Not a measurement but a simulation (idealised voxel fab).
process module | voxel transistor to metal
cross-section cut | 295 nm wide | cells 5 nm
A cross-section is a grid of square cells, given in bands from the top down. A band is one or more rows of cells.
Each band's line starts with the height of the band's top and of its bottom, in nm. Then come its materials from left to right, each with its width in nm. One material with "throughout" fills the band from edge to edge. "air" is empty space.
Height 0 is the level under which the wafer as received is all one material. The lowest band goes on downwards, as in "0 down".
A width such as "30 to 40" changes by the same amount from each row of cells to the next, from the band's top row to its bottom row.
"no change" after a step means that no cell of the cross-section changed.
closed voids: empty space of 8 cells or more with no open way to the top, each as width x height at its distance from the left edge, in nm
after a step's settings: what the simulator itself notes on the step
overlay nm, on a step with a mask: how far to the right of its planned place the mask lay; to the left if negative
Each pair below shows a cross-section before one step and the cross-section after it, down to the lowest band that changed. The line under each pair gives the step between them, with its settings. The pairs can come from different runs of this module on the same starting wafer, so a pair continues from the pair above only where its "before" says so.
before
  55 to 40: SiO2 30 | air 20 | SiO2 60 | air 20 | SiO2 30 | air 20 | SiO2 60 | air 20 | SiO2 35
  40 to 30: SiO2 30 | air 20 | SiO2 10 | SiN 5 | SiO2 5 | SiCN 20 | SiO2 5 | SiN 5 | SiO2 10 | air 20 | SiO2 30 | air 20 | SiO2 10 | SiN 5 | SiO2 5 | SiCN 20 | SiO2 5 | SiN 5 | SiO2 10 | air 20 | SiO2 35
  30 to 10: SiO2 30 | air 20 | SiO2 10 | SiN 5 | SiO2 5 | polySi 20 | SiO2 5 | SiN 5 | SiO2 10 | air 20 | SiO2 30 | air 20 | SiO2 10 | SiN 5 | SiO2 5 | polySi 20 | SiO2 5 | SiN 5 | SiO2 10 | air 20 | SiO2 35
  10 to 0: SiO2 10 | SiGe 50 | SiN 5 | SiO2 5 | polySi 20 | SiO2 5 | SiN 5 | SiGe 90 | SiN 5 | SiO2 5 | polySi 20 | SiO2 5 | SiN 5 | SiGe 50 | SiO2 15
  0 to -5: SiO2 10 | SiGe 50 | SiO2 40 | SiGe 90 | SiO2 40 | SiGe 50 | SiO2 15
  -5 to -30: SiO2 25 | Si 110 | SiO2 20 | Si 110 | SiO2 30
  -30 down: Si throughout
  closed voids: none
after
  60 to 55: TiN 35 | air 10 | TiN 70 | air 10 | TiN 40 | air 10 | TiN 70 | air 10 | TiN 40
  55 to 40: SiO2 30 | TiN 5 | air 10 | TiN 5 | SiO2 60 | TiN 5 | air 10 | TiN 5 | SiO2 30 | TiN 5 | air 10 | TiN 5 | SiO2 60 | TiN 5 | air 10 | TiN 5 | SiO2 35
  40 to 30: SiO2 30 | TiN 5 | air 10 | TiN 5 | SiO2 10 | SiN 5 | SiO2 5 | SiCN 20 | SiO2 5 | SiN 5 | SiO2 10 | TiN 5 | air 10 | TiN 5 | SiO2 30 | TiN 5 | air 10 | TiN 5 | SiO2 10 | SiN 5 | SiO2 5 | SiCN 20 | SiO2 5 | SiN 5 | SiO2 10 | TiN 5 | air 10 | TiN 5 | SiO2 35
  30 to 15: SiO2 30 | TiN 5 | air 10 | TiN 5 | SiO2 10 | SiN 5 | SiO2 5 | polySi 20 | SiO2 5 | SiN 5 | SiO2 10 | TiN 5 | air 10 | TiN 5 | SiO2 30 | TiN 5 | air 10 | TiN 5 | SiO2 10 | SiN 5 | SiO2 5 | polySi 20 | SiO2 5 | SiN 5 | SiO2 10 | TiN 5 | air 10 | TiN 5 | SiO2 35
  15 to 10: SiO2 30 | TiN 20 | SiO2 10 | SiN 5 | SiO2 5 | polySi 20 | SiO2 5 | SiN 5 | SiO2 10 | TiN 20 | SiO2 30 | TiN 20 | SiO2 10 | SiN 5 | SiO2 5 | polySi 20 | SiO2 5 | SiN 5 | SiO2 10 | TiN 20 | SiO2 35
  below 10: unchanged
  closed voids: none
the step between: op CONFORMAL_DEP | material TiN | thk nm 5
before: the cross-section after the pair above
after
  65 to 60: Ru throughout
  60 to 55: TiN 35 | Ru 10 | TiN 70 | Ru 10 | TiN 40 | Ru 10 | TiN 70 | Ru 10 | TiN 40
  55 to 40: SiO2 30 | TiN 5 | Ru 10 | TiN 5 | SiO2 60 | TiN 5 | Ru 10 | TiN 5 | SiO2 30 | TiN 5 | Ru 10 | TiN 5 | SiO2 60 | TiN 5 | Ru 10 | TiN 5 | SiO2 35
  40 to 30: SiO2 30 | TiN 5 | Ru 10 | TiN 5 | SiO2 10 | SiN 5 | SiO2 5 | SiCN 20 | SiO2 5 | SiN 5 | SiO2 10 | TiN 5 | Ru 10 | TiN 5 | SiO2 30 | TiN 5 | Ru 10 | TiN 5 | SiO2 10 | SiN 5 | SiO2 5 | SiCN 20 | SiO2 5 | SiN 5 | SiO2 10 | TiN 5 | Ru 10 | TiN 5 | SiO2 35
  30 to 15: SiO2 30 | TiN 5 | Ru 10 | TiN 5 | SiO2 10 | SiN 5 | SiO2 5 | polySi 20 | SiO2 5 | SiN 5 | SiO2 10 | TiN 5 | Ru 10 | TiN 5 | SiO2 30 | TiN 5 | Ru 10 | TiN 5 | SiO2 10 | SiN 5 | SiO2 5 | polySi 20 | SiO2 5 | SiN 5 | SiO2 10 | TiN 5 | Ru 10 | TiN 5 | SiO2 35
  below 15: unchanged
  closed voids: none
the step between: op FILL_DEP | material Ru | thk nm 5
before: the cross-section after the pair above
after
  55 to 40: SiO2 30 | TiN 5 | Ru 10 | TiN 5 | SiO2 60 | TiN 5 | Ru 10 | TiN 5 | SiO2 30 | TiN 5 | Ru 10 | TiN 5 | SiO2 60 | TiN 5 | Ru 10 | TiN 5 | SiO2 35
  below 40: unchanged
  closed voids: none
the step between: op CMP | height nm 55
before: the cross-section after the pair above
after
  60 to 55: SiN throughout
  below 55: unchanged
  closed voids: none
the step between: op CONFORMAL_DEP | material SiN | thk nm 5
before: the cross-section after the pair above
after
  85 to 60: lowk throughout
  below 60: unchanged
  closed voids: none
the step between: op DIRECTIONAL_DEP | material lowk | thk nm 25
before: the cross-section after the pair above
after
  100 to 85: aC throughout
  below 85: unchanged
  closed voids: none
the step between: op DIRECTIONAL_DEP | material aC | thk nm 15
before: the cross-section after the pair above
after
  135 to 100: resist 30 | air 20 | resist 60 | air 20 | resist 30 | air 20 | resist 60 | air 20 | resist 35
  below 100: unchanged
  closed voids: none
the step between: op PATTERN | tone open | mask id METAL_1 | material resist | width nm 20 | thk nm 35 | overlay nm 0
before: the cross-section after the pair above
after
  120 to 100: resist 30 | air 20 | resist 60 | air 20 | resist 30 | air 20 | resist 60 | air 20 | resist 35
  100 to 85: aC 30 | air 20 | aC 60 | air 20 | aC 30 | air 20 | aC 60 | air 20 | aC 35
  below 85: unchanged
  closed voids: none
the step between: op DIRECTIONAL_ETCH | etch materials aC | depth nm 15
before: the cross-section after the pair above
after
  100 to 85: aC 30 | air 20 | aC 60 | air 20 | aC 30 | air 20 | aC 60 | air 20 | aC 35
  below 85: unchanged
  closed voids: none
the step between: op STRIP | etch materials resist
before: the cross-section after the pair above
after
  100 to 85: aC 30 | air 20 | aC 60 | air 20 | aC 30 | air 20 | aC 60 | air 20 | aC 35
  85 to 60: lowk 30 | air 20 | lowk 60 | air 20 | lowk 30 | air 20 | lowk 60 | air 20 | lowk 35
  below 60: unchanged
  closed voids: none
the step between: op DIRECTIONAL_ETCH | etch materials lowk | depth nm 25
before: the cross-section after the pair above
after
  100 to 85: aC 30 | air 20 | aC 60 | air 20 | aC 30 | air 20 | aC 60 | air 20 | aC 35
  85 to 60: lowk 30 | air 20 | lowk 60 | air 20 | lowk 30 | air 20 | lowk 60 | air 20 | lowk 35
  60 to 55: SiN 30 | air 20 | SiN 60 | air 20 | SiN 30 | air 20 | SiN 60 | air 20 | SiN 35
  below 55: unchanged
  closed voids: none
the step between: op DIRECTIONAL_ETCH | etch materials SiN | depth nm 5
before: the cross-section after the pair above
after
  85 to 60: lowk 30 | air 20 | lowk 60 | air 20 | lowk 30 | air 20 | lowk 60 | air 20 | lowk 35
  below 60: unchanged
  closed voids: none
the step between: op STRIP | etch materials aC
before: the cross-section after the pair above
after
  90 to 85: TiN 35 | air 10 | TiN 70 | air 10 | TiN 40 | air 10 | TiN 70 | air 10 | TiN 40
  85 to 60: lowk 30 | TiN 5 | air 10 | TiN 5 | lowk 60 | TiN 5 | air 10 | TiN 5 | lowk 30 | TiN 5 | air 10 | TiN 5 | lowk 60 | TiN 5 | air 10 | TiN 5 | lowk 35
  60 to 55: SiN 30 | TiN 20 | SiN 60 | TiN 20 | SiN 30 | TiN 20 | SiN 60 | TiN 20 | SiN 35
  below 55: unchanged
  closed voids: none
the step between: op CONFORMAL_DEP | material TiN | thk nm 5
before: the cross-section after the pair above
after
  100 to 90: W throughout
  90 to 85: TiN 35 | W 10 | TiN 70 | W 10 | TiN 40 | W 10 | TiN 70 | W 10 | TiN 40
  85 to 60: lowk 30 | TiN 5 | W 10 | TiN 5 | lowk 60 | TiN 5 | W 10 | TiN 5 | lowk 30 | TiN 5 | W 10 | TiN 5 | lowk 60 | TiN 5 | W 10 | TiN 5 | lowk 35
  below 60: unchanged
  closed voids: none
the step between: op FILL_DEP | material W | thk nm 10
before: the cross-section after the pair above
after
  85 to 60: lowk 30 | TiN 5 | W 10 | TiN 5 | lowk 60 | TiN 5 | W 10 | TiN 5 | lowk 30 | TiN 5 | W 10 | TiN 5 | lowk 60 | TiN 5 | W 10 | TiN 5 | lowk 35
  below 60: unchanged
  closed voids: none
the step between: op CMP | height nm 85
before: the cross-section after the pair above
after
  90 to 85: air 25 | Ru 30 | air 50 | Ru 30 | air 20 | Ru 30 | air 50 | Ru 30 | air 30
  below 85: unchanged
  closed voids: none
the step between: op EPI | material Ru | thk nm 5
before: the cross-section after the pair above
after
  95 to 90: SiCN throughout
  90 to 85: SiCN 25 | Ru 30 | SiCN 50 | Ru 30 | SiCN 20 | Ru 30 | SiCN 50 | Ru 30 | SiCN 30
  below 85: unchanged
  closed voids: none
the step between: op FILL_DEP | material SiCN | thk nm 5
before: the cross-section after the pair above
after
  120 to 95: SiO2 throughout
  below 95: unchanged
  closed voids: none
the step between: op DIRECTIONAL_DEP | material SiO2 | thk nm 25
before: the cross-section after the pair above
after
  130 to 120: aC throughout
  below 120: unchanged
  closed voids: none
the step between: op DIRECTIONAL_DEP | material aC | thk nm 10
before: the cross-section after the pair above
after
  155 to 130: resist 30 | air 20 | resist 110 | air 20 | resist 115
  below 130: unchanged
  closed voids: none
the step between: op PATTERN | tone open | mask id METAL_2 | material resist | width nm 20 | pitch nm 130 | thk nm 25 | overlay nm 0
before: the cross-section after the pair above
after
  145 to 130: resist 30 | air 20 | resist 110 | air 20 | resist 115
  130 to 120: aC 30 | air 20 | aC 110 | air 20 | aC 115
  below 120: unchanged
  closed voids: none
the step between: op DIRECTIONAL_ETCH | etch materials aC | depth nm 10
before: the cross-section after the pair above
after
  130 to 120: aC 30 | air 20 | aC 110 | air 20 | aC 115
  below 120: unchanged
  closed voids: none
the step between: op STRIP | etch materials resist
before: the cross-section after the pair above
after
  130 to 120: aC 30 | air 20 | aC 110 | air 20 | aC 115
  120 to 105: SiO2 30 | air 20 | SiO2 110 | air 20 | SiO2 115
  below 105: unchanged
  closed voids: none
the step between: op DIRECTIONAL_ETCH | etch materials SiO2 | depth nm 15
before: the cross-section after the pair above
after
  120 to 105: SiO2 30 | air 20 | SiO2 110 | air 20 | SiO2 115
  below 105: unchanged
  closed voids: none
the step between: op STRIP | etch materials aC
before: the cross-section after the pair above
after
  130 to 120: aC 30 | air 20 | aC 110 | air 20 | aC 115
  120 to 115: SiO2 30 | air 20 | SiO2 110 | air 20 | SiO2 115
  115 to 105: SiO2 30 | aC 20 | SiO2 110 | aC 20 | SiO2 115
  below 105: unchanged
  closed voids: none
the step between: op DIRECTIONAL_DEP | material aC | thk nm 10
before: the cross-section after the pair above
after
  155 to 130: resist 30 | air 15 | resist 115 | air 15 | resist 120
  130 to 120: aC 30 | air 15 | resist 5 | aC 110 | air 15 | resist 5 | aC 115
  120 to 115: SiO2 30 | air 15 | resist 5 | SiO2 110 | air 15 | resist 5 | SiO2 115
  below 115: unchanged
  closed voids: none
the step between: op PATTERN | tone open | mask id METAL_2_HOLES | material resist | width nm 15 | pitch nm 130 | thk nm 25 | overlay nm 0
before: the cross-section after the pair above
after
  145 to 130: resist 30 | air 15 | resist 115 | air 15 | resist 120
  130 to 120: aC 30 | air 15 | resist 5 | aC 110 | air 15 | resist 5 | aC 115
  120 to 115: SiO2 30 | air 15 | resist 5 | SiO2 110 | air 15 | resist 5 | SiO2 115
  115 to 105: SiO2 30 | air 15 | aC 5 | SiO2 110 | air 15 | aC 5 | SiO2 115
  below 105: unchanged
  closed voids: none
the step between: op DIRECTIONAL_ETCH | etch materials aC | depth nm 10
before: the cross-section after the pair above
after
  130 to 120: aC 30 | air 20 | aC 110 | air 20 | aC 115
  120 to 115: SiO2 30 | air 20 | SiO2 110 | air 20 | SiO2 115
  below 115: unchanged
  closed voids: none
the step between: op STRIP | etch materials resist
before: the cross-section after the pair above
after
  130 to 120: aC 30 | air 20 | aC 110 | air 20 | aC 115
  120 to 115: SiO2 30 | air 20 | SiO2 110 | air 20 | SiO2 115
  115 to 105: SiO2 30 | air 15 | aC 5 | SiO2 110 | air 15 | aC 5 | SiO2 115
  105 to 95: SiO2 30 | air 15 | SiO2 115 | air 15 | SiO2 120
  below 95: unchanged
  closed voids: none
the step between: op DIRECTIONAL_ETCH | etch materials SiO2 | depth nm 10
before: the cross-section after the pair above
after
  130 to 120: aC 30 | air 20 | aC 110 | air 20 | aC 115
  120 to 115: SiO2 30 | air 20 | SiO2 110 | air 20 | SiO2 115
  115 to 105: SiO2 30 | air 15 | aC 5 | SiO2 110 | air 15 | aC 5 | SiO2 115
  105 to 95: SiO2 30 | air 15 | SiO2 115 | air 15 | SiO2 120
  95 to 90: SiCN 30 | air 15 | SiCN 115 | air 15 | SiCN 120
  below 90: unchanged
  closed voids: none
the step between: op DIRECTIONAL_ETCH | etch materials SiCN | depth nm 5
before: the cross-section after the pair above
after
  120 to 105: SiO2 30 | air 20 | SiO2 110 | air 20 | SiO2 115
  below 105: unchanged
  closed voids: none
the step between: op STRIP | etch materials aC
before: the cross-section after the pair above
after
  125 to 120: TiN 35 | air 10 | TiN 120 | air 10 | TiN 120
  120 to 110: SiO2 30 | TiN 5 | air 10 | TiN 5 | SiO2 110 | TiN 5 | air 10 | TiN 5 | SiO2 115
  110 to 105: SiO2 30 | TiN 5 | air 5 | TiN 10 | SiO2 110 | TiN 5 | air 5 | TiN 10 | SiO2 115
  105 to 95: SiO2 30 | TiN 5 | air 5 | TiN 5 | SiO2 115 | TiN 5 | air 5 | TiN 5 | SiO2 120
  95 to 90: SiCN 30 | TiN 15 | SiCN 115 | TiN 15 | SiCN 120
  below 90: unchanged
  closed voids: none
the step between: op CONFORMAL_DEP | material TiN | thk nm 5
before: the cross-section after the pair above
after
  135 to 125: Cu throughout
  125 to 120: TiN 35 | Cu 10 | TiN 120 | Cu 10 | TiN 120
  120 to 110: SiO2 30 | TiN 5 | Cu 10 | TiN 5 | SiO2 110 | TiN 5 | Cu 10 | TiN 5 | SiO2 115
  110 to 105: SiO2 30 | TiN 5 | Cu 5 | TiN 10 | SiO2 110 | TiN 5 | Cu 5 | TiN 10 | SiO2 115
  105 to 95: SiO2 30 | TiN 5 | Cu 5 | TiN 5 | SiO2 115 | TiN 5 | Cu 5 | TiN 5 | SiO2 120
  below 95: unchanged
  closed voids: none
the step between: op FILL_DEP | material Cu | thk nm 10
before: the cross-section after the pair above
after
  120 to 110: SiO2 30 | TiN 5 | Cu 10 | TiN 5 | SiO2 110 | TiN 5 | Cu 10 | TiN 5 | SiO2 115
  below 110: unchanged
  closed voids: none
the step between: op CMP | height nm 120
before: the cross-section after the pair above
after
  125 to 120: SiCN throughout
  below 120: unchanged
  closed voids: none
the step between: op CONFORMAL_DEP | material SiCN | thk nm 5
before
  130 to 120: aC throughout
  120 to 95: SiO2 throughout
  95 to 90: SiCN throughout
  90 to 85: SiCN 25 | Ru 30 | SiCN 50 | Ru 30 | SiCN 20 | Ru 30 | SiCN 50 | Ru 30 | SiCN 30
  85 to 60: lowk 30 | TiN 5 | W 10 | TiN 5 | lowk 60 | TiN 5 | W 10 | TiN 5 | lowk 30 | TiN 5 | W 10 | TiN 5 | lowk 60 | TiN 5 | W 10 | TiN 5 | lowk 35
  60 to 55: SiN 30 | TiN 20 | SiN 60 | TiN 20 | SiN 30 | TiN 20 | SiN 60 | TiN 20 | SiN 35
  55 to 40: SiO2 30 | TiN 5 | Ru 10 | TiN 5 | SiO2 60 | TiN 5 | Ru 10 | TiN 5 | SiO2 30 | TiN 5 | Ru 10 | TiN 5 | SiO2 60 | TiN 5 | Ru 10 | TiN 5 | SiO2 35
  40 to 30: SiO2 30 | TiN 5 | Ru 10 | TiN 5 | SiO2 10 | SiN 5 | SiO2 5 | SiCN 20 | SiO2 5 | SiN 5 | SiO2 10 | TiN 5 | Ru 10 | TiN 5 | SiO2 30 | TiN 5 | Ru 10 | TiN 5 | SiO2 10 | SiN 5 | SiO2 5 | SiCN 20 | SiO2 5 | SiN 5 | SiO2 10 | TiN 5 | Ru 10 | TiN 5 | SiO2 35
  30 to 5: SiO2 30 | TiN 5 | Ru 10 | TiN 5 | SiO2 10 | SiN 5 | SiO2 5 | polySi 20 | SiO2 5 | SiN 5 | SiO2 10 | TiN 5 | Ru 10 | TiN 5 | SiO2 30 | TiN 5 | Ru 10 | TiN 5 | SiO2 10 | SiN 5 | SiO2 5 | polySi 20 | SiO2 5 | SiN 5 | SiO2 10 | TiN 5 | Ru 10 | TiN 5 | SiO2 35
  5 to 0: SiO2 30 | TiN 20 | SiO2 10 | SiN 5 | SiO2 5 | polySi 20 | SiO2 5 | SiN 5 | SiO2 10 | TiN 20 | SiO2 30 | TiN 20 | SiO2 10 | SiN 5 | SiO2 5 | polySi 20 | SiO2 5 | SiN 5 | SiO2 10 | TiN 20 | SiO2 35
  0 to -5: SiO2 20 | SiGe 40 | SiO2 40 | SiGe 40 | SiO2 10 | SiGe 40 | SiO2 40 | SiGe 40 | SiO2 25
  -5 to -30: SiO2 25 | Si 110 | SiO2 20 | Si 110 | SiO2 30
  -30 down: Si throughout
  closed voids: none
after
  155 to 130: resist 30 | air 25 | resist 105 | air 25 | resist 110
  below 130: unchanged
  closed voids: none
the step between: op PATTERN | tone open | mask id METAL_2 | material resist | width nm 25 | pitch nm 130 | thk nm 25 | overlay nm 0
before: the cross-section after the pair above
after
  145 to 130: resist 30 | air 25 | resist 105 | air 25 | resist 110
  130 to 120: aC 30 | air 25 | aC 105 | air 25 | aC 110
  below 120: unchanged
  closed voids: none
the step between: op DIRECTIONAL_ETCH | etch materials aC | depth nm 10
before: the cross-section after the pair above
after
  130 to 120: aC 30 | air 25 | aC 105 | air 25 | aC 110
  below 120: unchanged
  closed voids: none
the step between: op STRIP | etch materials resist
before: the cross-section after the pair above
after
  130 to 120: aC 30 | air 25 | aC 105 | air 25 | aC 110
  120 to 105: SiO2 30 | air 25 | SiO2 105 | air 25 | SiO2 110
  below 105: unchanged
  closed voids: none
the step between: op DIRECTIONAL_ETCH | etch materials SiO2 | depth nm 15
before: the cross-section after the pair above
after
  120 to 105: SiO2 30 | air 25 | SiO2 105 | air 25 | SiO2 110
  below 105: unchanged
  closed voids: none
the step between: op STRIP | etch materials aC
before: the cross-section after the pair above
after
  130 to 120: aC 30 | air 25 | aC 105 | air 25 | aC 110
  120 to 115: SiO2 30 | air 25 | SiO2 105 | air 25 | SiO2 110
  115 to 105: SiO2 30 | aC 25 | SiO2 105 | aC 25 | SiO2 110
  below 105: unchanged
  closed voids: none
the step between: op DIRECTIONAL_DEP | material aC | thk nm 10
before: the cross-section after the pair above
after
  155 to 130: resist 30 | air 15 | resist 115 | air 15 | resist 120
  130 to 120: aC 30 | air 15 | resist 10 | aC 105 | air 15 | resist 10 | aC 110
  120 to 115: SiO2 30 | air 15 | resist 10 | SiO2 105 | air 15 | resist 10 | SiO2 110
  below 115: unchanged
  closed voids: none
the step between: op PATTERN | tone open | mask id METAL_2_HOLES | material resist | width nm 15 | pitch nm 130 | thk nm 25 | overlay nm 0
before: the cross-section after the pair above
after
  145 to 130: resist 30 | air 15 | resist 115 | air 15 | resist 120
  130 to 120: aC 30 | air 15 | resist 10 | aC 105 | air 15 | resist 10 | aC 110
  120 to 115: SiO2 30 | air 15 | resist 10 | SiO2 105 | air 15 | resist 10 | SiO2 110
  115 to 105: SiO2 30 | air 15 | aC 10 | SiO2 105 | air 15 | aC 10 | SiO2 110
  below 105: unchanged
  closed voids: none
the step between: op DIRECTIONAL_ETCH | etch materials aC | depth nm 10
before: the cross-section after the pair above
after
  130 to 120: aC 30 | air 25 | aC 105 | air 25 | aC 110
  120 to 115: SiO2 30 | air 25 | SiO2 105 | air 25 | SiO2 110
  below 115: unchanged
  closed voids: none
the step between: op STRIP | etch materials resist
before: the cross-section after the pair above
after
  130 to 120: aC 30 | air 25 | aC 105 | air 25 | aC 110
  120 to 115: SiO2 30 | air 25 | SiO2 105 | air 25 | SiO2 110
  115 to 105: SiO2 30 | air 15 | aC 10 | SiO2 105 | air 15 | aC 10 | SiO2 110
  105 to 95: SiO2 30 | air 15 | SiO2 115 | air 15 | SiO2 120
  below 95: unchanged
  closed voids: none
the step between: op DIRECTIONAL_ETCH | etch materials SiO2 | depth nm 10
before: the cross-section after the pair above
after
  130 to 120: aC 30 | air 25 | aC 105 | air 25 | aC 110
  120 to 115: SiO2 30 | air 25 | SiO2 105 | air 25 | SiO2 110
  115 to 105: SiO2 30 | air 15 | aC 10 | SiO2 105 | air 15 | aC 10 | SiO2 110
  105 to 95: SiO2 30 | air 15 | SiO2 115 | air 15 | SiO2 120
  95 to 90: SiCN 30 | air 15 | SiCN 115 | air 15 | SiCN 120
  below 90: unchanged
  closed voids: none
the step between: op DIRECTIONAL_ETCH | etch materials SiCN | depth nm 5
before: the cross-section after the pair above
after
  120 to 105: SiO2 30 | air 25 | SiO2 105 | air 25 | SiO2 110
  below 105: unchanged
  closed voids: none
the step between: op STRIP | etch materials aC
before: the cross-section after the pair above
after
  125 to 120: TiN 35 | air 15 | TiN 115 | air 15 | TiN 115
  120 to 110: SiO2 30 | TiN 5 | air 15 | TiN 5 | SiO2 105 | TiN 5 | air 15 | TiN 5 | SiO2 110
  110 to 105: SiO2 30 | TiN 5 | air 5 | TiN 15 | SiO2 105 | TiN 5 | air 5 | TiN 15 | SiO2 110
  105 to 95: SiO2 30 | TiN 5 | air 5 | TiN 5 | SiO2 115 | TiN 5 | air 5 | TiN 5 | SiO2 120
  95 to 90: SiCN 30 | TiN 15 | SiCN 115 | TiN 15 | SiCN 120
  below 90: unchanged
  closed voids: none
the step between: op CONFORMAL_DEP | material TiN | thk nm 5
before: the cross-section after the pair above
after
  135 to 125: Cu throughout
  125 to 120: TiN 35 | Cu 15 | TiN 115 | Cu 15 | TiN 115
  120 to 110: SiO2 30 | TiN 5 | Cu 15 | TiN 5 | SiO2 105 | TiN 5 | Cu 15 | TiN 5 | SiO2 110
  110 to 105: SiO2 30 | TiN 5 | Cu 5 | TiN 15 | SiO2 105 | TiN 5 | Cu 5 | TiN 15 | SiO2 110
  105 to 95: SiO2 30 | TiN 5 | Cu 5 | TiN 5 | SiO2 115 | TiN 5 | Cu 5 | TiN 5 | SiO2 120
  below 95: unchanged
  closed voids: none
the step between: op FILL_DEP | material Cu | thk nm 10
before: the cross-section after the pair above
after
  120 to 110: SiO2 30 | TiN 5 | Cu 15 | TiN 5 | SiO2 105 | TiN 5 | Cu 15 | TiN 5 | SiO2 110
  below 110: unchanged
  closed voids: none
the step between: op CMP | height nm 120
before: the cross-section after the pair above
after
  125 to 120: SiCN throughout
  below 120: unchanged
  closed voids: none
the step between: op CONFORMAL_DEP | material SiCN | thk nm 5
before
  130 to 120: aC throughout
  120 to 95: SiO2 throughout
  95 to 90: SiCN throughout
  90 to 85: SiCN 25 | Ru 30 | SiCN 50 | Ru 30 | SiCN 20 | Ru 30 | SiCN 50 | Ru 30 | SiCN 30
  85 to 60: lowk 30 | TiN 5 | W 10 | TiN 5 | lowk 60 | TiN 5 | W 10 | TiN 5 | lowk 30 | TiN 5 | W 10 | TiN 5 | lowk 60 | TiN 5 | W 10 | TiN 5 | lowk 35
  60 to 55: SiN 30 | TiN 20 | SiN 60 | TiN 20 | SiN 30 | TiN 20 | SiN 60 | TiN 20 | SiN 35
  55 to 40: SiO2 30 | TiN 5 | Ru 10 | TiN 5 | SiO2 60 | TiN 5 | Ru 10 | TiN 5 | SiO2 30 | TiN 5 | Ru 10 | TiN 5 | SiO2 60 | TiN 5 | Ru 10 | TiN 5 | SiO2 35
  40 to 30: SiO2 30 | TiN 5 | Ru 10 | TiN 5 | SiO2 10 | SiN 5 | SiO2 5 | SiCN 20 | SiO2 5 | SiN 5 | SiO2 10 | TiN 5 | Ru 10 | TiN 5 | SiO2 30 | TiN 5 | Ru 10 | TiN 5 | SiO2 10 | SiN 5 | SiO2 5 | SiCN 20 | SiO2 5 | SiN 5 | SiO2 10 | TiN 5 | Ru 10 | TiN 5 | SiO2 35
  30 to 5: SiO2 30 | TiN 5 | Ru 10 | TiN 5 | SiO2 10 | SiN 5 | SiO2 5 | polySi 20 | SiO2 5 | SiN 5 | SiO2 10 | TiN 5 | Ru 10 | TiN 5 | SiO2 30 | TiN 5 | Ru 10 | TiN 5 | SiO2 10 | SiN 5 | SiO2 5 | polySi 20 | SiO2 5 | SiN 5 | SiO2 10 | TiN 5 | Ru 10 | TiN 5 | SiO2 35
  5 to 0: SiO2 30 | TiN 20 | SiO2 10 | SiN 5 | SiO2 5 | polySi 20 | SiO2 5 | SiN 5 | SiO2 10 | TiN 20 | SiO2 30 | TiN 20 | SiO2 10 | SiN 5 | SiO2 5 | polySi 20 | SiO2 5 | SiN 5 | SiO2 10 | TiN 20 | SiO2 35
  0 to -5: SiO2 20 | SiGe 40 | SiO2 40 | SiGe 40 | SiO2 10 | SiGe 40 | SiO2 40 | SiGe 40 | SiO2 25
  -5 to -30: SiO2 25 | Si 110 | SiO2 20 | Si 110 | SiO2 30
  -30 down: Si throughout
  closed voids: none
after
  155 to 130: resist 35 | air 20 | resist 110 | air 20 | resist 110
  below 130: unchanged
  closed voids: none
the step between: op PATTERN | tone open | mask id METAL_2 | material resist | width nm 20 | pitch nm 130 | thk nm 25 | overlay nm 5
before: the cross-section after the pair above
after
  145 to 130: resist 35 | air 20 | resist 110 | air 20 | resist 110
  130 to 120: aC 35 | air 20 | aC 110 | air 20 | aC 110
  below 120: unchanged
  closed voids: none
the step between: op DIRECTIONAL_ETCH | etch materials aC | depth nm 10
before: the cross-section after the pair above
after
  130 to 120: aC 35 | air 20 | aC 110 | air 20 | aC 110
  below 120: unchanged
  closed voids: none
the step between: op STRIP | etch materials resist
before: the cross-section after the pair above
after
  130 to 120: aC 35 | air 20 | aC 110 | air 20 | aC 110
  120 to 105: SiO2 35 | air 20 | SiO2 110 | air 20 | SiO2 110
  below 105: unchanged
  closed voids: none
the step between: op DIRECTIONAL_ETCH | etch materials SiO2 | depth nm 15
before: the cross-section after the pair above
after
  120 to 105: SiO2 35 | air 20 | SiO2 110 | air 20 | SiO2 110
  below 105: unchanged
  closed voids: none
the step between: op STRIP | etch materials aC
before: the cross-section after the pair above
after
  130 to 120: aC 35 | air 20 | aC 110 | air 20 | aC 110
  120 to 115: SiO2 35 | air 20 | SiO2 110 | air 20 | SiO2 110
  115 to 105: SiO2 35 | aC 20 | SiO2 110 | aC 20 | SiO2 110
  below 105: unchanged
  closed voids: none
the step between: op DIRECTIONAL_DEP | material aC | thk nm 10
before: the cross-section after the pair above
after
  155 to 130: resist 30 | air 15 | resist 115 | air 15 | resist 120
  130 to 120: aC 35 | air 10 | resist 10 | aC 110 | air 10 | resist 10 | aC 110
  120 to 115: SiO2 35 | air 10 | resist 10 | SiO2 110 | air 10 | resist 10 | SiO2 110
  below 115: unchanged
  closed voids: none
the step between: op PATTERN | tone open | mask id METAL_2_HOLES | material resist | width nm 15 | pitch nm 130 | thk nm 25 | overlay nm 0
before: the cross-section after the pair above
after
  145 to 130: resist 30 | air 15 | resist 115 | air 15 | resist 120
  130 to 120: aC 30 | air 15 | resist 10 | aC 105 | air 15 | resist 10 | aC 110
  120 to 115: SiO2 35 | air 10 | resist 10 | SiO2 110 | air 10 | resist 10 | SiO2 110
  115 to 105: SiO2 35 | air 10 | aC 10 | SiO2 110 | air 10 | aC 10 | SiO2 110
  below 105: unchanged
  closed voids: none
the step between: op DIRECTIONAL_ETCH | etch materials aC | depth nm 10
before: the cross-section after the pair above
after
  130 to 120: aC 30 | air 25 | aC 105 | air 25 | aC 110
  120 to 115: SiO2 35 | air 20 | SiO2 110 | air 20 | SiO2 110
  below 115: unchanged
  closed voids: none
the step between: op STRIP | etch materials resist
before: the cross-section after the pair above
after
  130 to 120: aC 30 | air 25 | aC 105 | air 25 | aC 110
  120 to 115: SiO2 30 | air 25 | SiO2 105 | air 25 | SiO2 110
  115 to 105: SiO2 30 to 35 | air 15 to 10 | aC 10 | SiO2 105 to 110 | air 15 to 10 | aC 10 | SiO2 110
  105 to 95: SiO2 35 | air 10 | SiO2 120 | air 10 | SiO2 120
  below 95: unchanged
  closed voids: none
the step between: op DIRECTIONAL_ETCH | etch materials SiO2 | depth nm 10
before: the cross-section after the pair above
after
  130 to 120: aC 30 | air 25 | aC 105 | air 25 | aC 110
  120 to 115: SiO2 30 | air 25 | SiO2 105 | air 25 | SiO2 110
  115 to 105: SiO2 30 to 35 | air 15 to 10 | aC 10 | SiO2 105 to 110 | air 15 to 10 | aC 10 | SiO2 110
  105 to 95: SiO2 35 | air 10 | SiO2 120 | air 10 | SiO2 120
  95 to 90: SiCN 35 | air 10 | SiCN 120 | air 10 | SiCN 120
  below 90: unchanged
  closed voids: none
the step between: op DIRECTIONAL_ETCH | etch materials SiCN | depth nm 5
before: the cross-section after the pair above
after
  120 to 110: SiO2 30 | air 25 | SiO2 105 | air 25 | SiO2 110
  110 to 105: SiO2 35 | air 20 | SiO2 110 | air 20 | SiO2 110
  below 105: unchanged
  closed voids: none
the step between: op STRIP | etch materials aC
